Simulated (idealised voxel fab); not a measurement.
process module | voxel air gaps
cross-section cut | 275 nm wide | cells 5 nm
A cross-section is a grid of square cells, given in bands from the top down. A band is one or more rows of cells.
Each band's line starts with the height of the band's top and of its bottom, in nm. Then come its materials from left to right, each with its width in nm. One material with "throughout" fills the band from edge to edge. "air" is empty space.
Height 0 is the level under which the wafer as received is all one material. The lowest band goes on downwards, as in "0 down".
A width such as "30 to 40" changes by the same amount from each row of cells to the next, from the band's top row to its bottom row.
"no change" after a step means that no cell of the cross-section changed.
closed voids: empty space of 8 cells or more with no open way to the top, each as width x height at its distance from the left edge, in nm
after a step's settings: what the simulator itself notes on the step
overlay nm, on a step with a mask: how far to the right of its planned place the mask lay; to the left if negative
plan
1 op RECEIVE | material Si
2 op CONFORMAL_DEP | material SiO2 | thk nm 10
3 op CONFORMAL_DEP | material SiCN | thk nm 5
4 op DIRECTIONAL_DEP | material SiO2 | thk nm 35
5 op MASKED_ETCH | tone open | mask id LINES | width nm 20 | pitch nm 45 | etch materials SiO2 | depth nm 35 | overlay nm 0
6 op CONFORMAL_DEP | material TiN | thk nm 5
7 op FILL_DEP | material Ru | thk nm 5
8 op CMP | height nm 50
9 op EPI | material Ru | thk nm 10
10 op SELECTIVE_ETCH | etch materials SiO2 | depth nm 45
11 op CONFORMAL_DEP | material SiCN | thk nm 5
as received, after step 1
  0 down: Si throughout
  closed voids: none
a wafer at the end: this start, this plan, one mistake
  65 to 60: SiCN throughout
  60 to 50: Ru throughout
  50 to 45: TiN 85 | Ru 10 | TiN 35 | Ru 10 | TiN 35 | Ru 10 | TiN 90
  45 to 15: SiO2 80 | TiN 5 | Ru 10 | TiN 5 | SiO2 25 | TiN 5 | Ru 10 | TiN 5 | SiO2 25 | TiN 5 | Ru 10 | TiN 5 | SiO2 85
  15 to 10: SiO2 80 | TiN 20 | SiO2 25 | TiN 20 | SiO2 25 | TiN 20 | SiO2 85
  10 to 5: SiCN throughout
  5 to 0: SiO2 throughout
  0 down: Si throughout
  closed voids: none
what went wrong: step 2 ran as: op CONFORMAL_DEP | material SiO2 | thk nm 5
